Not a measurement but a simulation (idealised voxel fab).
The process module that follows is named voxel self aligned vias.
FYI the section here is cut, 205 nm wide, cells are 5 nm squares.
Cross-section = grid of square cells, listed top down in bands; band = one or more rows. Look at the band entry: it leads with the top's height and the bottom's height in nm. Then it lists the materials left to right, with a width in nm for each. The word "edge to edge" on a single material says that material fills the band edge to edge. The word "air" is empty space. Convention: height 0 is the level below which the wafer, as received, is all one material. The lowest band does not terminate at the bottom but continues downward, represented as "0 down". Read "30 to 40" as a graded width: first number on top, second number at the bottom, same change between each pair of neighbouring rows. Where the words "left unchanged" appear for a step, the cross-section shows no cell changed by that step; every cell remained as before. "Cavities, sealed" enumerates empty spaces isolated from the top, with no open way to it, that contain at least 8 cells, giving each as width x height at distance from the left edge, all three in nm. That trailing text on a step's line, after the settings, is the simulator's own remark on the step. The line of a step may include "overlay nm". On a step with a mask, this value is how far to the right of its planned place the mask lay. A negative value means the mask lay to the left. So the way this works: pairs, before and after one process step. The after picture only goes down to the lowest band that actually changed, nothing below. Step and its settings are under each pair. And watch out, pairs might come from different runs of this module, same starting wafer though, so a pair only follows on from the one above if its "Prior to step" entry tells you so.
# Prior to step
    0 down | Si edge to edge
    Cavities, sealed: none
# State After Step
    15 to 0 | SiO2 edge to edge
    Anything lower than 0 is untouched.
    Cavities, sealed: none
Looking at the two cross-sections above, the step in the middle is CONFORMAL_DEP | material SiO2 | thk nm 15
Prior to step: nothing new to draw here, it's the after view of the pair just above.
# State After Step
    20 to 15 | SiCN edge to edge
    Anything lower than 15 is untouched.
    Cavities, sealed: none
Looking at the two cross-sections above, the step in the middle is CONFORMAL_DEP | material SiCN | thk nm 5
Prior to step: nothing new to draw here, it's the after view of the pair just above.
# State After Step
    45 to 20 | SiO2 edge to edge
    Anything lower than 20 is untouched.
    Cavities, sealed: none
Looking at the two cross-sections above, the step in the middle is DIRECTIONAL_DEP | material SiO2 | thk nm 25
Prior to step: nothing new to draw here, it's the after view of the pair just above.
# State After Step
    45 to 20 | 55 SiO2 / 20 air / 50 SiO2 / 20 air / 60 SiO2
    Anything lower than 20 is untouched.
    Cavities, sealed: none
Looking at the two cross-sections above, the step in the middle is MASKED_ETCH | tone open | mask id LINES | width nm 20 | pitch nm 70 | etch materials SiO2 | depth nm 25 | overlay nm 0
Prior to step: nothing new to draw here, it's the after view of the pair just above.
# State After Step
    50 to 45 | 60 TiN / 10 air / 60 TiN / 10 air / 65 TiN
    45 to 25 | 55 SiO2 / 5 TiN / 10 air / 5 TiN / 50 SiO2 / 5 TiN / 10 air / 5 TiN / 60 SiO2
    25 to 20 | 55 SiO2 / 20 TiN / 50 SiO2 / 20 TiN / 60 SiO2
    Anything lower than 20 is untouched.
    Cavities, sealed: none
Looking at the two cross-sections above, the step in the middle is CONFORMAL_DEP | material TiN | thk nm 5
Prior to step: nothing new to draw here, it's the after view of the pair just above.
# State After Step
    60 to 50 | W edge to edge
    50 to 45 | 60 TiN / 10 W / 60 TiN / 10 W / 65 TiN
    45 to 25 | 55 SiO2 / 5 TiN / 10 W / 5 TiN / 50 SiO2 / 5 TiN / 10 W / 5 TiN / 60 SiO2
    Anything lower than 25 is untouched.
    Cavities, sealed: none
Looking at the two cross-sections above, the step in the middle is FILL_DEP | material W | thk nm 10
Prior to step: nothing new to draw here, it's the after view of the pair just above.
# State After Step
    45 to 25 | 55 SiO2 / 5 TiN / 10 W / 5 TiN / 50 SiO2 / 5 TiN / 10 W / 5 TiN / 60 SiO2
    Anything lower than 25 is untouched.
    Cavities, sealed: none
Looking at the two cross-sections above, the step in the middle is CMP | height nm 45
Prior to step: nothing new to draw here, it's the after view of the pair just above.
# State After Step
    45 to 40 | 55 SiO2 / 20 air / 50 SiO2 / 20 air / 60 SiO2
    Anything lower than 40 is untouched.
    Cavities, sealed: none
Looking at the two cross-sections above, the step in the middle is SELECTIVE_ETCH | etch materials W Ru TiN | depth nm 5
Prior to step: nothing new to draw here, it's the after view of the pair just above.
# State After Step
    50 to 45 | SiN edge to edge
    45 to 40 | 55 SiO2 / 20 SiN / 50 SiO2 / 20 SiN / 60 SiO2
    Anything lower than 40 is untouched.
    Cavities, sealed: none
Looking at the two cross-sections above, the step in the middle is FILL_DEP | material SiN | thk nm 5
Prior to step: nothing new to draw here, it's the after view of the pair just above.
# State After Step
    45 to 40 | 55 SiO2 / 20 SiN / 50 SiO2 / 20 SiN / 60 SiO2
    Anything lower than 40 is untouched.
    Cavities, sealed: none
Looking at the two cross-sections above, the step in the middle is CMP | height nm 45
Prior to step: nothing new to draw here, it's the after view of the pair just above.
# State After Step
    60 to 45 | SiO2 edge to edge
    Anything lower than 45 is untouched.
    Cavities, sealed: none
Looking at the two cross-sections above, the step in the middle is DIRECTIONAL_DEP | material SiO2 | thk nm 15
Prior to step: nothing new to draw here, it's the after view of the pair just above.
# State After Step
    80 to 60 | 45 resist / 40 air / 120 resist
    Anything lower than 60 is untouched.
    Cavities, sealed: none
Looking at the two cross-sections above, the step in the middle is PATTERN | tone open | mask id VIAS | material resist | width nm 40 | thk nm 20 | overlay nm 0
Prior to step: nothing new to draw here, it's the after view of the pair just above.
# State After Step
    80 to 60 | 45 resist / 40 air / 120 resist
    60 to 45 | 45 SiO2 / 40 air / 120 SiO2
    Anything lower than 45 is untouched.
    Cavities, sealed: none
Looking at the two cross-sections above, the step in the middle is DIRECTIONAL_ETCH | etch materials SiO2 | depth nm 15
Prior to step: nothing new to draw here, it's the after view of the pair just above.
# State After Step
    80 to 60 | 45 resist / 40 air / 120 resist
    60 to 45 | 45 SiO2 / 40 air / 120 SiO2
    45 to 40 | 55 SiO2 / 20 air / 50 SiO2 / 20 SiN / 60 SiO2
    Anything lower than 40 is untouched.
    Cavities, sealed: none
Looking at the two cross-sections above, the step in the middle is DIRECTIONAL_ETCH | etch materials SiN | depth nm 5
Prior to step: nothing new to draw here, it's the after view of the pair just above.
# State After Step
    60 to 45 | 45 SiO2 / 40 air / 120 SiO2
    Anything lower than 45 is untouched.
    Cavities, sealed: none
Looking at the two cross-sections above, the step in the middle is STRIP | etch materials resist
Prior to step: nothing new to draw here, it's the after view of the pair just above.
# State After Step
    65 to 60 | 50 TiN / 30 air / 125 TiN
    60 to 50 | 45 SiO2 / 5 TiN / 30 air / 5 TiN / 120 SiO2
    50 to 45 | 45 SiO2 / 15 TiN / 10 air / 15 TiN / 120 SiO2
    45 to 40 | 55 SiO2 / 20 TiN / 50 SiO2 / 20 SiN / 60 SiO2
    Anything lower than 40 is untouched.
    Cavities, sealed: none
Looking at the two cross-sections above, the step in the middle is CONFORMAL_DEP | material TiN | thk nm 5
Prior to step: nothing new to draw here, it's the after view of the pair just above.
# State After Step
    70 to 65 | W edge to edge
    65 to 60 | 50 TiN / 30 W / 125 TiN
    60 to 50 | 45 SiO2 / 5 TiN / 30 W / 5 TiN / 120 SiO2
    50 to 45 | 45 SiO2 / 15 TiN / 10 W / 15 TiN / 120 SiO2
    Anything lower than 45 is untouched.
    Cavities, sealed: none
Looking at the two cross-sections above, the step in the middle is FILL_DEP | material W | thk nm 5
Prior to step: nothing new to draw here, it's the after view of the pair just above.
# State After Step
    60 to 50 | 45 SiO2 / 5 TiN / 30 W / 5 TiN / 120 SiO2
    Anything lower than 50 is untouched.
    Cavities, sealed: none
Looking at the two cross-sections above, the step in the middle is CMP | height nm 60
Prior to step: nothing new to draw here, it's the after view of the pair just above.
# State After Step
    65 to 60 | SiN edge to edge
    Anything lower than 60 is untouched.
    Cavities, sealed: none
Looking at the two cross-sections above, the step in the middle is CONFORMAL_DEP | material SiN | thk nm 5
# Prior to step
    15 to 0 | SiO2 edge to edge
    0 down | Si edge to edge
    Cavities, sealed: none
# State After Step
    40 to 0 | SiO2 edge to edge
    Anything lower than 0 is untouched.
    Cavities, sealed: none
Looking at the two cross-sections above, the step in the middle is DIRECTIONAL_DEP | material SiO2 | thk nm 25
Prior to step: nothing new to draw here, it's the after view of the pair just above.
# State After Step
    40 to 15 | 55 SiO2 / 20 air / 50 SiO2 / 20 air / 60 SiO2
    Anything lower than 15 is untouched.
    Cavities, sealed: none
Looking at the two cross-sections above, the step in the middle is MASKED_ETCH | tone open | mask id LINES | width nm 20 | pitch nm 70 | etch materials SiO2 | depth nm 25 | overlay nm 0
Prior to step: nothing new to draw here, it's the after view of the pair just above.
# State After Step
    45 to 40 | 60 TiN / 10 air / 60 TiN / 10 air / 65 TiN
    40 to 20 | 55 SiO2 / 5 TiN / 10 air / 5 TiN / 50 SiO2 / 5 TiN / 10 air / 5 TiN / 60 SiO2
    20 to 15 | 55 SiO2 / 20 TiN / 50 SiO2 / 20 TiN / 60 SiO2
    Anything lower than 15 is untouched.
    Cavities, sealed: none
Looking at the two cross-sections above, the step in the middle is CONFORMAL_DEP | material TiN | thk nm 5
Prior to step: nothing new to draw here, it's the after view of the pair just above.
# State After Step
    55 to 45 | W edge to edge
    45 to 40 | 60 TiN / 10 W / 60 TiN / 10 W / 65 TiN
    40 to 20 | 55 SiO2 / 5 TiN / 10 W / 5 TiN / 50 SiO2 / 5 TiN / 10 W / 5 TiN / 60 SiO2
    Anything lower than 20 is untouched.
    Cavities, sealed: none
Looking at the two cross-sections above, the step in the middle is FILL_DEP | material W | thk nm 10
Prior to step: nothing new to draw here, it's the after view of the pair just above.
# State After Step
    45 to 40 | 60 TiN / 10 W / 60 TiN / 10 W / 65 TiN
    Anything lower than 40 is untouched.
    Cavities, sealed: none
Looking at the two cross-sections above, the step in the middle is CMP | height nm 45
Prior to step: nothing new to draw here, it's the after view of the pair just above.
# State After Step
    40 to 20 | 55 SiO2 / 5 TiN / 10 W / 5 TiN / 50 SiO2 / 5 TiN / 10 W / 5 TiN / 60 SiO2
    Anything lower than 20 is untouched.
    Cavities, sealed: none
Looking at the two cross-sections above, the step in the middle is SELECTIVE_ETCH | etch materials W Ru TiN | depth nm 5
Prior to step: nothing new to draw here, it's the after view of the pair just above.
# State After Step
    45 to 40 | SiN edge to edge
    Anything lower than 40 is untouched.
    Cavities, sealed: none
Looking at the two cross-sections above, the step in the middle is FILL_DEP | material SiN | thk nm 5
Prior to step: nothing new to draw here, it's the after view of the pair just above.
# State After Step
    60 to 45 | SiO2 edge to edge
    Anything lower than 45 is untouched.
    Cavities, sealed: none
Looking at the two cross-sections above, the step in the middle is DIRECTIONAL_DEP | material SiO2 | thk nm 15
Prior to step: nothing new to draw here, it's the after view of the pair just above.
# State After Step
    80 to 60 | 45 resist / 40 air / 120 resist
    Anything lower than 60 is untouched.
    Cavities, sealed: none
Looking at the two cross-sections above, the step in the middle is PATTERN | tone open | mask id VIAS | material resist | width nm 40 | thk nm 20 | overlay nm 0
Prior to step: nothing new to draw here, it's the after view of the pair just above.
# State After Step
    80 to 60 | 45 resist / 40 air / 120 resist
    60 to 45 | 45 SiO2 / 40 air / 120 SiO2
    Anything lower than 45 is untouched.
    Cavities, sealed: none
Looking at the two cross-sections above, the step in the middle is DIRECTIONAL_ETCH | etch materials SiO2 | depth nm 15
Prior to step: nothing new to draw here, it's the after view of the pair just above.
# State After Step
    80 to 60 | 45 resist / 40 air / 120 resist
    60 to 45 | 45 SiO2 / 40 air / 120 SiO2
    45 to 40 | 45 SiN / 40 air / 120 SiN
    Anything lower than 40 is untouched.
    Cavities, sealed: none
Looking at the two cross-sections above, the step in the middle is DIRECTIONAL_ETCH | etch materials SiN | depth nm 5
Prior to step: nothing new to draw here, it's the after view of the pair just above.
# State After Step
    60 to 45 | 45 SiO2 / 40 air / 120 SiO2
    Anything lower than 45 is untouched.
    Cavities, sealed: none
Looking at the two cross-sections above, the step in the middle is STRIP | etch materials resist
Prior to step: nothing new to draw here, it's the after view of the pair just above.
# State After Step
    65 to 60 | 50 TiN / 30 air / 125 TiN
    60 to 45 | 45 SiO2 / 5 TiN / 30 air / 5 TiN / 120 SiO2
    45 to 40 | 45 SiN / 40 TiN / 120 SiN
    Anything lower than 40 is untouched.
    Cavities, sealed: none
Looking at the two cross-sections above, the step in the middle is CONFORMAL_DEP | material TiN | thk nm 5
Prior to step: nothing new to draw here, it's the after view of the pair just above.
# State After Step
    70 to 65 | W edge to edge
    65 to 60 | 50 TiN / 30 W / 125 TiN
    60 to 45 | 45 SiO2 / 5 TiN / 30 W / 5 TiN / 120 SiO2
    Anything lower than 45 is untouched.
    Cavities, sealed: none
Looking at the two cross-sections above, the step in the middle is FILL_DEP | material W | thk nm 5
Prior to step: nothing new to draw here, it's the after view of the pair just above.
# State After Step
    60 to 45 | 45 SiO2 / 5 TiN / 30 W / 5 TiN / 120 SiO2
    Anything lower than 45 is untouched.
    Cavities, sealed: none
Looking at the two cross-sections above, the step in the middle is CMP | height nm 60
Prior to step: nothing new to draw here, it's the after view of the pair just above.
# State After Step
    65 to 60 | SiN edge to edge
    Anything lower than 60 is untouched.
    Cavities, sealed: none
Looking at the two cross-sections above, the step in the middle is CONFORMAL_DEP | material SiN | thk nm 5
# Prior to step
    15 to 0 | SiO2 edge to edge
    0 down | Si edge to edge
    Cavities, sealed: none
# State After Step
    30 to 0 | SiO2 edge to edge
    Anything lower than 0 is untouched.
    Cavities, sealed: none
Looking at the two cross-sections above, the step in the middle is CONFORMAL_DEP | material SiO2 | thk nm 15
Prior to step: nothing new to draw here, it's the after view of the pair just above.
# State After Step
    35 to 30 | SiCN edge to edge
    Anything lower than 30 is untouched.
    Cavities, sealed: none
Looking at the two cross-sections above, the step in the middle is CONFORMAL_DEP | material SiCN | thk nm 5
Prior to step: nothing new to draw here, it's the after view of the pair just above.
# State After Step
    60 to 35 | SiO2 edge to edge
    Anything lower than 35 is untouched.
    Cavities, sealed: none
Looking at the two cross-sections above, the step in the middle is DIRECTIONAL_DEP | material SiO2 | thk nm 25
Prior to step: nothing new to draw here, it's the after view of the pair just above.
# State After Step
    60 to 35 | 55 SiO2 / 20 air / 50 SiO2 / 20 air / 60 SiO2
    Anything lower than 35 is untouched.
    Cavities, sealed: none
Looking at the two cross-sections above, the step in the middle is MASKED_ETCH | tone open | mask id LINES | width nm 20 | pitch nm 70 | etch materials SiO2 | depth nm 25 | overlay nm 0
Prior to step: nothing new to draw here, it's the after view of the pair just above.
# State After Step
    65 to 60 | 60 TiN / 10 air / 60 TiN / 10 air / 65 TiN
    60 to 40 | 55 SiO2 / 5 TiN / 10 air / 5 TiN / 50 SiO2 / 5 TiN / 10 air / 5 TiN / 60 SiO2
    40 to 35 | 55 SiO2 / 20 TiN / 50 SiO2 / 20 TiN / 60 SiO2
    Anything lower than 35 is untouched.
    Cavities, sealed: none
Looking at the two cross-sections above, the step in the middle is CONFORMAL_DEP | material TiN | thk nm 5
Prior to step: nothing new to draw here, it's the after view of the pair just above.
# State After Step
    75 to 65 | W edge to edge
    65 to 60 | 60 TiN / 10 W / 60 TiN / 10 W / 65 TiN
    60 to 40 | 55 SiO2 / 5 TiN / 10 W / 5 TiN / 50 SiO2 / 5 TiN / 10 W / 5 TiN / 60 SiO2
    Anything lower than 40 is untouched.
    Cavities, sealed: none
Looking at the two cross-sections above, the step in the middle is FILL_DEP | material W | thk nm 10
Prior to step: nothing new to draw here, it's the after view of the pair just above.
# State After Step
    45 to 40 | 55 SiO2 / 5 TiN / 10 W / 5 TiN / 50 SiO2 / 5 TiN / 10 W / 5 TiN / 60 SiO2
    Anything lower than 40 is untouched.
    Cavities, sealed: none
Looking at the two cross-sections above, the step in the middle is CMP | height nm 45
Prior to step: nothing new to draw here, it's the after view of the pair just above.
# State After Step
    45 to 40 | 55 SiO2 / 20 air / 50 SiO2 / 20 air / 60 SiO2
    Anything lower than 40 is untouched.
    Cavities, sealed: none
Looking at the two cross-sections above, the step in the middle is SELECTIVE_ETCH | etch materials W Ru TiN | depth nm 5
Prior to step: nothing new to draw here, it's the after view of the pair just above.
# State After Step
    50 to 45 | SiN edge to edge
    45 to 40 | 55 SiO2 / 20 SiN / 50 SiO2 / 20 SiN / 60 SiO2
    Anything lower than 40 is untouched.
    Cavities, sealed: none
Looking at the two cross-sections above, the step in the middle is FILL_DEP | material SiN | thk nm 5
Prior to step: nothing new to draw here, it's the after view of the pair just above.
# State After Step
    45 to 40 | 55 SiO2 / 20 SiN / 50 SiO2 / 20 SiN / 60 SiO2
    Anything lower than 40 is untouched.
    Cavities, sealed: none
Looking at the two cross-sections above, the step in the middle is CMP | height nm 45
Prior to step: nothing new to draw here, it's the after view of the pair just above.
# State After Step
    60 to 45 | SiO2 edge to edge
    Anything lower than 45 is untouched.
    Cavities, sealed: none
Looking at the two cross-sections above, the step in the middle is DIRECTIONAL_DEP | material SiO2 | thk nm 15
Prior to step: nothing new to draw here, it's the after view of the pair just above.
# State After Step
    80 to 60 | 45 resist / 40 air / 120 resist
    Anything lower than 60 is untouched.
    Cavities, sealed: none
Looking at the two cross-sections above, the step in the middle is PATTERN | tone open | mask id VIAS | material resist | width nm 40 | thk nm 20 | overlay nm 0
Prior to step: nothing new to draw here, it's the after view of the pair just above.
# State After Step
    80 to 60 | 45 resist / 40 air / 120 resist
    60 to 45 | 45 SiO2 / 40 air / 120 SiO2
    Anything lower than 45 is untouched.
    Cavities, sealed: none
Looking at the two cross-sections above, the step in the middle is DIRECTIONAL_ETCH | etch materials SiO2 | depth nm 15
Prior to step: nothing new to draw here, it's the after view of the pair just above.
# State After Step
    80 to 60 | 45 resist / 40 air / 120 resist
    60 to 45 | 45 SiO2 / 40 air / 120 SiO2
    45 to 40 | 55 SiO2 / 20 air / 50 SiO2 / 20 SiN / 60 SiO2
    Anything lower than 40 is untouched.
    Cavities, sealed: none
Looking at the two cross-sections above, the step in the middle is DIRECTIONAL_ETCH | etch materials SiN | depth nm 5
Prior to step: nothing new to draw here, it's the after view of the pair just above.
# State After Step
    60 to 45 | 45 SiO2 / 40 air / 120 SiO2
    Anything lower than 45 is untouched.
    Cavities, sealed: none
Looking at the two cross-sections above, the step in the middle is STRIP | etch materials resist
Prior to step: nothing new to draw here, it's the after view of the pair just above.
# State After Step
    65 to 60 | 50 TiN / 30 air / 125 TiN
    60 to 50 | 45 SiO2 / 5 TiN / 30 air / 5 TiN / 120 SiO2
    50 to 45 | 45 SiO2 / 15 TiN / 10 air / 15 TiN / 120 SiO2
    45 to 40 | 55 SiO2 / 20 TiN / 50 SiO2 / 20 SiN / 60 SiO2
    Anything lower than 40 is untouched.
    Cavities, sealed: none
Looking at the two cross-sections above, the step in the middle is CONFORMAL_DEP | material TiN | thk nm 5
Prior to step: nothing new to draw here, it's the after view of the pair just above.
# State After Step
    70 to 65 | W edge to edge
    65 to 60 | 50 TiN / 30 W / 125 TiN
    60 to 50 | 45 SiO2 / 5 TiN / 30 W / 5 TiN / 120 SiO2
    50 to 45 | 45 SiO2 / 15 TiN / 10 W / 15 TiN / 120 SiO2
    Anything lower than 45 is untouched.
    Cavities, sealed: none
Looking at the two cross-sections above, the step in the middle is FILL_DEP | material W | thk nm 5
Prior to step: nothing new to draw here, it's the after view of the pair just above.
# State After Step
    60 to 50 | 45 SiO2 / 5 TiN / 30 W / 5 TiN / 120 SiO2
    Anything lower than 50 is untouched.
    Cavities, sealed: none
Looking at the two cross-sections above, the step in the middle is CMP | height nm 60
Prior to step: nothing new to draw here, it's the after view of the pair just above.
# State After Step
    65 to 60 | SiN edge to edge
    Anything lower than 60 is untouched.
    Cavities, sealed: none
Looking at the two cross-sections above, the step in the middle is CONFORMAL_DEP | material SiN | thk nm 5
# Prior to step
    40 to 0 | SiO2 edge to edge
    0 down | Si edge to edge
    Cavities, sealed: none
# State After Step
    45 to 40 | SiCN edge to edge
    Anything lower than 40 is untouched.
    Cavities, sealed: none
Looking at the two cross-sections above, the step in the middle is CONFORMAL_DEP | material SiCN | thk nm 5
Prior to step: nothing new to draw here, it's the after view of the pair just above.
# State After Step
    50 to 45 | TiN edge to edge
    Anything lower than 45 is untouched.
    Cavities, sealed: none
Looking at the two cross-sections above, the step in the middle is CONFORMAL_DEP | material TiN | thk nm 5
Prior to step: nothing new to draw here, it's the after view of the pair just above.
# State After Step
    60 to 50 | W edge to edge
    Anything lower than 50 is untouched.
    Cavities, sealed: none
Looking at the two cross-sections above, the step in the middle is FILL_DEP | material W | thk nm 10
Prior to step: nothing new to draw here, it's the after view of the pair just above.
# State After Step
    45 to 40 | SiCN edge to edge
    Anything lower than 40 is untouched.
    Cavities, sealed: none
Looking at the two cross-sections above, the step in the middle is CMP | height nm 45
Prior to step: nothing new to draw here, it's the after view of the pair just above.
# State After Step
    50 to 45 | SiN edge to edge
    Anything lower than 45 is untouched.
    Cavities, sealed: none
Looking at the two cross-sections above, the step in the middle is FILL_DEP | material SiN | thk nm 5
Prior to step: nothing new to draw here, it's the after view of the pair just above.
# State After Step
    45 to 40 | SiCN edge to edge
    Anything lower than 40 is untouched.
    Cavities, sealed: none
Looking at the two cross-sections above, the step in the middle is CMP | height nm 45
Prior to step: nothing new to draw here, it's the after view of the pair just above.
# State After Step
    60 to 45 | SiO2 edge to edge
    Anything lower than 45 is untouched.
    Cavities, sealed: none
Looking at the two cross-sections above, the step in the middle is DIRECTIONAL_DEP | material SiO2 | thk nm 15
Prior to step: nothing new to draw here, it's the after view of the pair just above.
# State After Step
    80 to 60 | 45 resist / 40 air / 120 resist
    Anything lower than 60 is untouched.
    Cavities, sealed: none
Looking at the two cross-sections above, the step in the middle is PATTERN | tone open | mask id VIAS | material resist | width nm 40 | thk nm 20 | overlay nm 0
Prior to step: nothing new to draw here, it's the after view of the pair just above.
# State After Step
    80 to 60 | 45 resist / 40 air / 120 resist
    60 to 45 | 45 SiO2 / 40 air / 120 SiO2
    Anything lower than 45 is untouched.
    Cavities, sealed: none
Looking at the two cross-sections above, the step in the middle is DIRECTIONAL_ETCH | etch materials SiO2 | depth nm 15
Prior to step: nothing new to draw here, it's the after view of the pair just above.
# State After Step
    60 to 45 | 45 SiO2 / 40 air / 120 SiO2
    Anything lower than 45 is untouched.
    Cavities, sealed: none
Looking at the two cross-sections above, the step in the middle is STRIP | etch materials resist
Prior to step: nothing new to draw here, it's the after view of the pair just above.
# State After Step
    65 to 60 | 50 TiN / 30 air / 125 TiN
    60 to 50 | 45 SiO2 / 5 TiN / 30 air / 5 TiN / 120 SiO2
    50 to 45 | 45 SiO2 / 40 TiN / 120 SiO2
    Anything lower than 45 is untouched.
    Cavities, sealed: none
Looking at the two cross-sections above, the step in the middle is CONFORMAL_DEP | material TiN | thk nm 5
Prior to step: nothing new to draw here, it's the after view of the pair just above.
# State After Step
    70 to 65 | W edge to edge
    65 to 60 | 50 TiN / 30 W / 125 TiN
    60 to 50 | 45 SiO2 / 5 TiN / 30 W / 5 TiN / 120 SiO2
    Anything lower than 50 is untouched.
    Cavities, sealed: none
Looking at the two cross-sections above, the step in the middle is FILL_DEP | material W | thk nm 5
Prior to step: nothing new to draw here, it's the after view of the pair just above.
# State After Step
    60 to 50 | 45 SiO2 / 5 TiN / 30 W / 5 TiN / 120 SiO2
    Anything lower than 50 is untouched.
    Cavities, sealed: none
Looking at the two cross-sections above, the step in the middle is CMP | height nm 60
Prior to step: nothing new to draw here, it's the after view of the pair just above.
# State After Step
    65 to 60 | SiN edge to edge
    Anything lower than 60 is untouched.
    Cavities, sealed: none
Looking at the two cross-sections above, the step in the middle is CONFORMAL_DEP | material SiN | thk nm 5
# Prior to step
    80 to 60 | 45 resist / 40 air / 120 resist
    60 to 45 | SiO2 edge to edge
    45 to 40 | 55 SiO2 / 20 SiN / 50 SiO2 / 20 SiN / 60 SiO2
    40 to 25 | 55 SiO2 / 5 TiN / 10 W / 5 TiN / 50 SiO2 / 5 TiN / 10 W / 5 TiN / 60 SiO2
    25 to 20 | 55 SiO2 / 20 TiN / 50 SiO2 / 20 TiN / 60 SiO2
    20 to 15 | SiCN edge to edge
    15 to 0 | SiO2 edge to edge
    0 down | Si edge to edge
    Cavities, sealed: none
# State After Step
    80 to 60 | 45 resist / 40 air / 120 resist
    60 to 45 | 45 SiO2 / 40 air / 120 SiO2
    45 to 40 | 45 SiO2 / 10 air / 20 SiN / 10 air / 40 SiO2 / 20 SiN / 60 SiO2
    40 to 35 | 45 SiO2 / 10 air / 5 TiN / 10 W / 5 TiN / 10 air / 40 SiO2 / 5 TiN / 10 W / 5 TiN / 60 SiO2
    Anything lower than 35 is untouched.
    Cavities, sealed: none
Looking at the two cross-sections above, the step in the middle is DIRECTIONAL_ETCH | etch materials SiO2 | depth nm 25
Prior to step: nothing new to draw here, it's the after view of the pair just above.
# State After Step
    80 to 60 | 45 resist / 40 air / 120 resist
    60 to 45 | 45 SiO2 / 40 air / 120 SiO2
    45 to 40 | 45 SiO2 / 40 air / 40 SiO2 / 20 SiN / 60 SiO2
    Anything lower than 40 is untouched.
    Cavities, sealed: none
Looking at the two cross-sections above, the step in the middle is DIRECTIONAL_ETCH | etch materials SiN | depth nm 5
Prior to step: nothing new to draw here, it's the after view of the pair just above.
# State After Step
    60 to 45 | 45 SiO2 / 40 air / 120 SiO2
    Anything lower than 45 is untouched.
    Cavities, sealed: none
Looking at the two cross-sections above, the step in the middle is STRIP | etch materials resist
Prior to step: nothing new to draw here, it's the after view of the pair just above.
# State After Step
    65 to 60 | 50 TiN / 30 air / 125 TiN
    60 to 45 | 45 SiO2 / 5 TiN / 30 air / 5 TiN / 120 SiO2
    45 to 40 | 45 SiO2 / 40 TiN / 40 SiO2 / 20 SiN / 60 SiO2
    40 to 35 | 45 SiO2 / 15 TiN / 10 W / 15 TiN / 40 SiO2 / 5 TiN / 10 W / 5 TiN / 60 SiO2
    Anything lower than 35 is untouched.
    Cavities, sealed: none
Looking at the two cross-sections above, the step in the middle is CONFORMAL_DEP | material TiN | thk nm 5
Prior to step: nothing new to draw here, it's the after view of the pair just above.
# State After Step
    70 to 65 | W edge to edge
    65 to 60 | 50 TiN / 30 W / 125 TiN
    60 to 45 | 45 SiO2 / 5 TiN / 30 W / 5 TiN / 120 SiO2
    Anything lower than 45 is untouched.
    Cavities, sealed: none
Looking at the two cross-sections above, the step in the middle is FILL_DEP | material W | thk nm 5
Prior to step: nothing new to draw here, it's the after view of the pair just above.
# State After Step
    60 to 45 | 45 SiO2 / 5 TiN / 30 W / 5 TiN / 120 SiO2
    Anything lower than 45 is untouched.
    Cavities, sealed: none
Looking at the two cross-sections above, the step in the middle is CMP | height nm 60
Prior to step: nothing new to draw here, it's the after view of the pair just above.
# State After Step
    65 to 60 | SiN edge to edge
    Anything lower than 60 is untouched.
    Cavities, sealed: none
Looking at the two cross-sections above, the step in the middle is CONFORMAL_DEP | material SiN | thk nm 5
# Prior to step
    45 to 20 | SiO2 edge to edge
    20 to 15 | SiCN edge to edge
    15 to 0 | SiO2 edge to edge
    0 down | Si edge to edge
    Cavities, sealed: none
# State After Step
    45 to 20 | 50 SiO2 / 30 air / 40 SiO2 / 30 air / 55 SiO2
    Anything lower than 20 is untouched.
    Cavities, sealed: none
Looking at the two cross-sections above, the step in the middle is MASKED_ETCH | tone open | mask id LINES | width nm 30 | pitch nm 70 | etch materials SiO2 | depth nm 25 | overlay nm 0
Prior to step: nothing new to draw here, it's the after view of the pair just above.
# State After Step
    50 to 45 | 55 TiN / 20 air / 50 TiN / 20 air / 60 TiN
    45 to 25 | 50 SiO2 / 5 TiN / 20 air / 5 TiN / 40 SiO2 / 5 TiN / 20 air / 5 TiN / 55 SiO2
    25 to 20 | 50 SiO2 / 30 TiN / 40 SiO2 / 30 TiN / 55 SiO2
    Anything lower than 20 is untouched.
    Cavities, sealed: none
Looking at the two cross-sections above, the step in the middle is CONFORMAL_DEP | material TiN | thk nm 5
Prior to step: nothing new to draw here, it's the after view of the pair just above.
# State After Step
    60 to 50 | W edge to edge
    50 to 45 | 55 TiN / 20 W / 50 TiN / 20 W / 60 TiN
    45 to 25 | 50 SiO2 / 5 TiN / 20 W / 5 TiN / 40 SiO2 / 5 TiN / 20 W / 5 TiN / 55 SiO2
    Anything lower than 25 is untouched.
    Cavities, sealed: none
Looking at the two cross-sections above, the step in the middle is FILL_DEP | material W | thk nm 10
Prior to step: nothing new to draw here, it's the after view of the pair just above.
# State After Step
    45 to 25 | 50 SiO2 / 5 TiN / 20 W / 5 TiN / 40 SiO2 / 5 TiN / 20 W / 5 TiN / 55 SiO2
    Anything lower than 25 is untouched.
    Cavities, sealed: none
Looking at the two cross-sections above, the step in the middle is CMP | height nm 45
Prior to step: nothing new to draw here, it's the after view of the pair just above.
# State After Step
    45 to 40 | 50 SiO2 / 30 air / 40 SiO2 / 30 air / 55 SiO2
    Anything lower than 40 is untouched.
    Cavities, sealed: none
Looking at the two cross-sections above, the step in the middle is SELECTIVE_ETCH | etch materials W Ru TiN | depth nm 5
Prior to step: nothing new to draw here, it's the after view of the pair just above.
# State After Step
    50 to 45 | SiN edge to edge
    45 to 40 | 50 SiO2 / 30 SiN / 40 SiO2 / 30 SiN / 55 SiO2
    Anything lower than 40 is untouched.
    Cavities, sealed: none
Looking at the two cross-sections above, the step in the middle is FILL_DEP | material SiN | thk nm 5
Prior to step: nothing new to draw here, it's the after view of the pair just above.
# State After Step
    45 to 40 | 50 SiO2 / 30 SiN / 40 SiO2 / 30 SiN / 55 SiO2
    Anything lower than 40 is untouched.
    Cavities, sealed: none
Looking at the two cross-sections above, the step in the middle is CMP | height nm 45
Prior to step: nothing new to draw here, it's the after view of the pair just above.
# State After Step
    60 to 45 | SiO2 edge to edge
    Anything lower than 45 is untouched.
    Cavities, sealed: none
Looking at the two cross-sections above, the step in the middle is DIRECTIONAL_DEP | material SiO2 | thk nm 15
Prior to step: nothing new to draw here, it's the after view of the pair just above.
# State After Step
    80 to 60 | 45 resist / 40 air / 120 resist
    Anything lower than 60 is untouched.
    Cavities, sealed: none
Looking at the two cross-sections above, the step in the middle is PATTERN | tone open | mask id VIAS | material resist | width nm 40 | thk nm 20 | overlay nm 0
Prior to step: nothing new to draw here, it's the after view of the pair just above.
# State After Step
    80 to 60 | 45 resist / 40 air / 120 resist
    60 to 45 | 45 SiO2 / 40 air / 120 SiO2
    Anything lower than 45 is untouched.
    Cavities, sealed: none
Looking at the two cross-sections above, the step in the middle is DIRECTIONAL_ETCH | etch materials SiO2 | depth nm 15
